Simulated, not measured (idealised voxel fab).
process module | voxel wiring stack
cross-section cut | 205 nm wide | cells 5 nm
A cross-section is a grid of square cells, given in bands from the top down. A band is one or more rows of cells.
Each band's line starts with the height of the band's top and of its bottom, in nm. Then come its materials from left to right, each with its width in nm. One material with "throughout" fills the band from edge to edge. "air" is empty space.
Height 0 is the level under which the wafer as received is all one material. The lowest band goes on downwards, as in "0 down".
A width such as "30 to 40" changes by the same amount from each row of cells to the next, from the band's top row to its bottom row.
"no change" after a step means that no cell of the cross-section changed.
closed voids: empty space of 8 cells or more with no open way to the top, each as width x height at its distance from the left edge, in nm
after a step's settings: what the simulator itself notes on the step
overlay nm, on a step with a mask: how far to the right of its planned place the mask lay; to the left if negative
plan
1 op RECEIVE | material Si
2 op CONFORMAL_DEP | material SiO2 | thk nm 15
3 op DIRECTIONAL_DEP | material TiN | thk nm 5
4 op DIRECTIONAL_DEP | material W | thk nm 15
5 op MASKED_ETCH | tone cover | mask id METAL_1 | width nm 30 | pitch nm 60 | etch materials W | depth nm 15 | overlay nm 0
6 op MASKED_ETCH | tone cover | mask id METAL_1 | width nm 30 | pitch nm 60 | etch materials TiN | depth nm 5 | overlay nm 0
7 op CONFORMAL_DEP | material SiN | thk nm 5
8 op FILL_DEP | material lowk | thk nm 10
9 op CMP | height nm 35
10 op CONFORMAL_DEP | material SiCN | thk nm 5
11 op DIRECTIONAL_DEP | material SiO2 | thk nm 20
12 op DIRECTIONAL_DEP | material aC | thk nm 10
13 op PATTERN | tone open | mask id PLUG_1 | material resist | width nm 15 | pitch nm 60 | thk nm 25 | overlay nm 0
14 op DIRECTIONAL_ETCH | etch materials aC | depth nm 10
15 op STRIP | etch materials resist
16 op DIRECTIONAL_ETCH | etch materials SiO2 | depth nm 20
17 op DIRECTIONAL_ETCH | etch materials SiCN | depth nm 5
18 op STRIP | etch materials aC
19 op EPI | material Ru | thk nm 10
20 op EPI | material Ru | thk nm 10
21 op EPI | material Ru | thk nm 5
22 op DIRECTIONAL_DEP | material TiN | thk nm 5
23 op DIRECTIONAL_DEP | material Ru | thk nm 15
24 op PATTERN | tone cover | mask id METAL_2 | material resist | width nm 30 | pitch nm 60 | thk nm 20 | overlay nm 0
25 op DIRECTIONAL_ETCH | etch materials Ru | depth nm 15
26 op DIRECTIONAL_ETCH | etch materials TiN | depth nm 5
27 op STRIP | etch materials resist
28 op CONFORMAL_DEP | material SiCN | thk nm 5
29 op FILL_DEP | material lowk | thk nm 5
30 op CMP | height nm 80
31 op CONFORMAL_DEP | material SiCN | thk nm 5
first wafer, as planned
as received, after step 1
  0 down: Si throughout
  closed voids: none
after step 2
  15 to 0: SiO2 throughout
  below 0: unchanged
after step 3
  20 to 15: TiN throughout
  below 15: unchanged
after step 4
  35 to 20: W throughout
  below 20: unchanged
after step 5
  35 to 20: air 25 | W 30 | air 30 | W 30 | air 30 | W 30 | air 30
  below 20: unchanged
after step 6
  35 to 20: air 25 | W 30 | air 30 | W 30 | air 30 | W 30 | air 30
  20 to 15: air 25 | TiN 30 | air 30 | TiN 30 | air 30 | TiN 30 | air 30
  below 15: unchanged
after step 7
  40 to 35: air 20 | SiN 40 | air 20 | SiN 40 | air 20 | SiN 40 | air 25
  35 to 20: air 20 | SiN 5 | W 30 | SiN 5 | air 20 | SiN 5 | W 30 | SiN 5 | air 20 | SiN 5 | W 30 | SiN 5 | air 25
  20 to 15: SiN 25 | TiN 30 | SiN 30 | TiN 30 | SiN 30 | TiN 30 | SiN 30
  below 15: unchanged
after step 8
  50 to 40: lowk throughout
  40 to 35: lowk 20 | SiN 40 | lowk 20 | SiN 40 | lowk 20 | SiN 40 | lowk 25
  35 to 20: lowk 20 | SiN 5 | W 30 | SiN 5 | lowk 20 | SiN 5 | W 30 | SiN 5 | lowk 20 | SiN 5 | W 30 | SiN 5 | lowk 25
  below 20: unchanged
after step 9
  35 to 20: lowk 20 | SiN 5 | W 30 | SiN 5 | lowk 20 | SiN 5 | W 30 | SiN 5 | lowk 20 | SiN 5 | W 30 | SiN 5 | lowk 25
  below 20: unchanged
after step 10
  40 to 35: SiCN throughout
  below 35: unchanged
after step 11
  60 to 40: SiO2 throughout
  below 40: unchanged
after step 12
  70 to 60: aC throughout
  below 60: unchanged
after step 13
  95 to 70: resist 25 | air 15 | resist 45 | air 15 | resist 45 | air 15 | resist 45
  below 70: unchanged
after step 14
  85 to 70: resist 25 | air 15 | resist 45 | air 15 | resist 45 | air 15 | resist 45
  70 to 60: aC 25 | air 15 | aC 45 | air 15 | aC 45 | air 15 | aC 45
  below 60: unchanged
after step 15
  70 to 60: aC 25 | air 15 | aC 45 | air 15 | aC 45 | air 15 | aC 45
  below 60: unchanged
after step 16
  70 to 60: aC 25 | air 15 | aC 45 | air 15 | aC 45 | air 15 | aC 45
  60 to 40: SiO2 25 | air 15 | SiO2 45 | air 15 | SiO2 45 | air 15 | SiO2 45
  below 40: unchanged
after step 17
  70 to 60: aC 25 | air 15 | aC 45 | air 15 | aC 45 | air 15 | aC 45
  60 to 40: SiO2 25 | air 15 | SiO2 45 | air 15 | SiO2 45 | air 15 | SiO2 45
  40 to 35: SiCN 25 | air 15 | SiCN 45 | air 15 | SiCN 45 | air 15 | SiCN 45
  below 35: unchanged
after step 18
  60 to 40: SiO2 25 | air 15 | SiO2 45 | air 15 | SiO2 45 | air 15 | SiO2 45
  below 40: unchanged
after step 19
  60 to 45: SiO2 25 | air 15 | SiO2 45 | air 15 | SiO2 45 | air 15 | SiO2 45
  45 to 40: SiO2 25 | Ru 15 | SiO2 45 | Ru 15 | SiO2 45 | Ru 15 | SiO2 45
  40 to 35: SiCN 25 | Ru 15 | SiCN 45 | Ru 15 | SiCN 45 | Ru 15 | SiCN 45
  below 35: unchanged
after step 20
  60 to 55: SiO2 25 | air 15 | SiO2 45 | air 15 | SiO2 45 | air 15 | SiO2 45
  55 to 40: SiO2 25 | Ru 15 | SiO2 45 | Ru 15 | SiO2 45 | Ru 15 | SiO2 45
  below 40: unchanged
after step 21
  60 to 40: SiO2 25 | Ru 15 | SiO2 45 | Ru 15 | SiO2 45 | Ru 15 | SiO2 45
  below 40: unchanged
after step 22
  65 to 60: TiN throughout
  below 60: unchanged
after step 23
  80 to 65: Ru throughout
  below 65: unchanged
after step 24
  100 to 80: air 25 | resist 30 | air 30 | resist 30 | air 30 | resist 30 | air 30
  below 80: unchanged
after step 25
  100 to 80: air 25 | resist 30 | air 30 | resist 30 | air 30 | resist 30 | air 30
  80 to 65: air 25 | Ru 30 | air 30 | Ru 30 | air 30 | Ru 30 | air 30
  below 65: unchanged
after step 26
  100 to 80: air 25 | resist 30 | air 30 | resist 30 | air 30 | resist 30 | air 30
  80 to 65: air 25 | Ru 30 | air 30 | Ru 30 | air 30 | Ru 30 | air 30
  65 to 60: air 25 | TiN 30 | air 30 | TiN 30 | air 30 | TiN 30 | air 30
  below 60: unchanged
after step 27
  80 to 65: air 25 | Ru 30 | air 30 | Ru 30 | air 30 | Ru 30 | air 30
  below 65: unchanged
after step 28
  85 to 80: air 20 | SiCN 40 | air 20 | SiCN 40 | air 20 | SiCN 40 | air 25
  80 to 65: air 20 | SiCN 5 | Ru 30 | SiCN 5 | air 20 | SiCN 5 | Ru 30 | SiCN 5 | air 20 | SiCN 5 | Ru 30 | SiCN 5 | air 25
  65 to 60: SiCN 25 | TiN 30 | SiCN 30 | TiN 30 | SiCN 30 | TiN 30 | SiCN 30
  below 60: unchanged
after step 29
  90 to 85: lowk throughout
  85 to 80: lowk 20 | SiCN 40 | lowk 20 | SiCN 40 | lowk 20 | SiCN 40 | lowk 25
  80 to 65: lowk 20 | SiCN 5 | Ru 30 | SiCN 5 | lowk 20 | SiCN 5 | Ru 30 | SiCN 5 | lowk 20 | SiCN 5 | Ru 30 | SiCN 5 | lowk 25
  below 65: unchanged
after step 30
  80 to 65: lowk 20 | SiCN 5 | Ru 30 | SiCN 5 | lowk 20 | SiCN 5 | Ru 30 | SiCN 5 | lowk 20 | SiCN 5 | Ru 30 | SiCN 5 | lowk 25
  below 65: unchanged
after step 31
  85 to 80: SiCN throughout
  below 80: unchanged
second wafer: like start, like plan, one mistake. Through step 5 it matches the first wafer
when step 6 should have ended
  35 to 20: air 25 | W 30 | air 30 | W 30 | air 30 | W 30 | air 30
  20 to 15: air 25 | TiN 40 | air 20 | TiN 40 | air 20 | TiN 40 | air 20
  below 15: unchanged
when step 7 should have ended
  40 to 35: air 20 | SiN 40 | air 20 | SiN 40 | air 20 | SiN 40 | air 25
  35 to 25: air 20 | SiN 5 | W 30 | SiN 5 | air 20 | SiN 5 | W 30 | SiN 5 | air 20 | SiN 5 | W 30 | SiN 5 | air 25
  25 to 20: air 20 | SiN 5 | W 30 | SiN 15 | air 10 | SiN 5 | W 30 | SiN 15 | air 10 | SiN 5 | W 30 | SiN 15 | air 15
  20 to 15: SiN 25 | TiN 40 | SiN 20 | TiN 40 | SiN 20 | TiN 40 | SiN 20
  below 15: unchanged
when step 8 should have ended
  50 to 40: lowk throughout
  40 to 35: lowk 20 | SiN 40 | lowk 20 | SiN 40 | lowk 20 | SiN 40 | lowk 25
  35 to 25: lowk 20 | SiN 5 | W 30 | SiN 5 | lowk 20 | SiN 5 | W 30 | SiN 5 | lowk 20 | SiN 5 | W 30 | SiN 5 | lowk 25
  25 to 20: lowk 20 | SiN 5 | W 30 | SiN 15 | lowk 10 | SiN 5 | W 30 | SiN 15 | lowk 10 | SiN 5 | W 30 | SiN 15 | lowk 15
  below 20: unchanged
when step 9 should have ended
  35 to 25: lowk 20 | SiN 5 | W 30 | SiN 5 | lowk 20 | SiN 5 | W 30 | SiN 5 | lowk 20 | SiN 5 | W 30 | SiN 5 | lowk 25
  below 25: unchanged
when step 10 should have ended
  40 to 35: SiCN throughout
  below 35: unchanged
when step 11 should have ended
  60 to 40: SiO2 throughout
  below 40: unchanged
when step 12 should have ended
  70 to 60: aC throughout
  below 60: unchanged
when step 13 should have ended
  95 to 70: resist 25 | air 15 | resist 45 | air 15 | resist 45 | air 15 | resist 45
  below 70: unchanged
when step 14 should have ended
  85 to 70: resist 25 | air 15 | resist 45 | air 15 | resist 45 | air 15 | resist 45
  70 to 60: aC 25 | air 15 | aC 45 | air 15 | aC 45 | air 15 | aC 45
  below 60: unchanged
when step 15 should have ended
  70 to 60: aC 25 | air 15 | aC 45 | air 15 | aC 45 | air 15 | aC 45
  below 60: unchanged
when step 16 should have ended
  70 to 60: aC 25 | air 15 | aC 45 | air 15 | aC 45 | air 15 | aC 45
  60 to 40: SiO2 25 | air 15 | SiO2 45 | air 15 | SiO2 45 | air 15 | SiO2 45
  below 40: unchanged
when step 17 should have ended
  70 to 60: aC 25 | air 15 | aC 45 | air 15 | aC 45 | air 15 | aC 45
  60 to 40: SiO2 25 | air 15 | SiO2 45 | air 15 | SiO2 45 | air 15 | SiO2 45
  40 to 35: SiCN 25 | air 15 | SiCN 45 | air 15 | SiCN 45 | air 15 | SiCN 45
  below 35: unchanged
when step 18 should have ended
  60 to 40: SiO2 25 | air 15 | SiO2 45 | air 15 | SiO2 45 | air 15 | SiO2 45
  below 40: unchanged
when step 19 should have ended
  60 to 45: SiO2 25 | air 15 | SiO2 45 | air 15 | SiO2 45 | air 15 | SiO2 45
  45 to 40: SiO2 25 | Ru 15 | SiO2 45 | Ru 15 | SiO2 45 | Ru 15 | SiO2 45
  40 to 35: SiCN 25 | Ru 15 | SiCN 45 | Ru 15 | SiCN 45 | Ru 15 | SiCN 45
  below 35: unchanged
when step 20 should have ended
  60 to 55: SiO2 25 | air 15 | SiO2 45 | air 15 | SiO2 45 | air 15 | SiO2 45
  55 to 40: SiO2 25 | Ru 15 | SiO2 45 | Ru 15 | SiO2 45 | Ru 15 | SiO2 45
  below 40: unchanged
when step 21 should have ended
  60 to 40: SiO2 25 | Ru 15 | SiO2 45 | Ru 15 | SiO2 45 | Ru 15 | SiO2 45
  below 40: unchanged
when step 22 should have ended
  65 to 60: TiN throughout
  below 60: unchanged
when step 23 should have ended
  80 to 65: Ru throughout
  below 65: unchanged
when step 24 should have ended
  100 to 80: air 25 | resist 30 | air 30 | resist 30 | air 30 | resist 30 | air 30
  below 80: unchanged
when step 25 should have ended
  100 to 80: air 25 | resist 30 | air 30 | resist 30 | air 30 | resist 30 | air 30
  80 to 65: air 25 | Ru 30 | air 30 | Ru 30 | air 30 | Ru 30 | air 30
  below 65: unchanged
when step 26 should have ended
  100 to 80: air 25 | resist 30 | air 30 | resist 30 | air 30 | resist 30 | air 30
  80 to 65: air 25 | Ru 30 | air 30 | Ru 30 | air 30 | Ru 30 | air 30
  65 to 60: air 25 | TiN 30 | air 30 | TiN 30 | air 30 | TiN 30 | air 30
  below 60: unchanged
when step 27 should have ended
  80 to 65: air 25 | Ru 30 | air 30 | Ru 30 | air 30 | Ru 30 | air 30
  below 65: unchanged
when step 28 should have ended
  85 to 80: air 20 | SiCN 40 | air 20 | SiCN 40 | air 20 | SiCN 40 | air 25
  80 to 65: air 20 | SiCN 5 | Ru 30 | SiCN 5 | air 20 | SiCN 5 | Ru 30 | SiCN 5 | air 20 | SiCN 5 | Ru 30 | SiCN 5 | air 25
  65 to 60: SiCN 25 | TiN 30 | SiCN 30 | TiN 30 | SiCN 30 | TiN 30 | SiCN 30
  below 60: unchanged
when step 29 should have ended
  90 to 85: lowk throughout
  85 to 80: lowk 20 | SiCN 40 | lowk 20 | SiCN 40 | lowk 20 | SiCN 40 | lowk 25
  80 to 65: lowk 20 | SiCN 5 | Ru 30 | SiCN 5 | lowk 20 | SiCN 5 | Ru 30 | SiCN 5 | lowk 20 | SiCN 5 | Ru 30 | SiCN 5 | lowk 25
  below 65: unchanged
when step 30 should have ended
  80 to 65: lowk 20 | SiCN 5 | Ru 30 | SiCN 5 | lowk 20 | SiCN 5 | Ru 30 | SiCN 5 | lowk 20 | SiCN 5 | Ru 30 | SiCN 5 | lowk 25
  below 65: unchanged
when step 31 should have ended
  85 to 80: SiCN throughout
  below 80: unchanged
what went wrong: step 6 ran as: op MASKED_ETCH | tone cover | mask id METAL_1 | width nm 30 | pitch nm 60 | etch materials TiN | depth nm 5 | overlay nm 10
at the end the second wafer has, in cells: 6 more of TiN | 6 fewer of lowk
